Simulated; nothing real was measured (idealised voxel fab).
process module | voxel self aligned contacts
cross-section cut | 235 nm wide | cells 5 nm
A cross-section is a grid of square cells, given in bands from the top down. A band is one or more rows of cells.
Each band's line starts with the height of the band's top and of its bottom, in nm. Then come its materials from left to right, each with its width in nm. One material with "throughout" fills the band from edge to edge. "air" is empty space.
Height 0 is the level under which the wafer as received is all one material. The lowest band goes on downwards, as in "0 down".
A width such as "30 to 40" changes by the same amount from each row of cells to the next, from the band's top row to its bottom row.
"no change" after a step means that no cell of the cross-section changed.
closed voids: empty space of 8 cells or more with no open way to the top, each as width x height at its distance from the left edge, in nm
after a step's settings: what the simulator itself notes on the step
overlay nm, on a step with a mask: how far to the right of its planned place the mask lay; to the left if negative
plan
1 op RECEIVE | material Si
2 op CONFORMAL_DEP | material SiO2 | thk nm 5
3 op DIRECTIONAL_DEP | material polySi | thk nm 25
4 op DIRECTIONAL_DEP | material SiN | thk nm 20
5 op PATTERN | tone cover | mask id GATE | material resist | width nm 25 | pitch nm 55 | thk nm 15 | overlay nm 0
6 op DIRECTIONAL_ETCH | etch materials SiN | depth nm 20
7 op DIRECTIONAL_ETCH | etch materials polySi | depth nm 25
8 op STRIP | etch materials resist
9 op CONFORMAL_DEP | material SiN | thk nm 5
10 op DIRECTIONAL_ETCH | etch materials SiN | depth nm 5
11 op FILL_DEP | material SiO2 | thk nm 15
12 op CMP | height nm 55
13 op PATTERN | tone open | mask id CONTACT | material resist | width nm 40 | pitch nm 55 | thk nm 20 | overlay nm 0
14 op DIRECTIONAL_ETCH | etch materials SiO2 | depth nm 55
15 op STRIP | etch materials resist
16 op CONFORMAL_DEP | material TiN | thk nm 5
17 op FILL_DEP | material W | thk nm 10
18 op CMP | height nm 55
19 op CONFORMAL_DEP | material SiN | thk nm 5
as received, after step 1
  0 down: Si throughout
  closed voids: none
first wafer at the end, as planned
  60 to 55: SiN throughout
  55 to 50: SiO2 70 | TiN 15 | W 10 | TiN 15 | SiO2 15 | TiN 15 | W 10 | TiN 15 | SiO2 70
  50 to 30: SiO2 45 | SiN 35 | TiN 5 | W 10 | TiN 5 | SiN 35 | TiN 5 | W 10 | TiN 5 | SiN 35 | SiO2 45
  30 to 5: SiO2 45 | SiN 5 | polySi 25 | SiN 5 | TiN 5 | W 10 | TiN 5 | SiN 5 | polySi 25 | SiN 5 | TiN 5 | W 10 | TiN 5 | SiN 5 | polySi 25 | SiN 5 | SiO2 45
  5 to 0: SiO2 80 | TiN 20 | SiO2 35 | TiN 20 | SiO2 80
  0 down: Si throughout
  closed voids: none
second wafer at the end: like start, like plan, one mistake
  60 to 55: SiN throughout
  55 to 50: SiO2 45 | SiN 35 | TiN 20 | SiN 35 | TiN 20 | SiN 35 | SiO2 45
  50 to 30: SiN throughout
  30 to 5: polySi throughout
  5 to 0: SiO2 throughout
  0 down: Si throughout
  closed voids: none
what went wrong: step 4 was run twice
at the end the second wafer has, in cells: 95 more of SiN | 167 fewer of SiO2 | 48 fewer of TiN | 40 fewer of W | 160 more of polySi
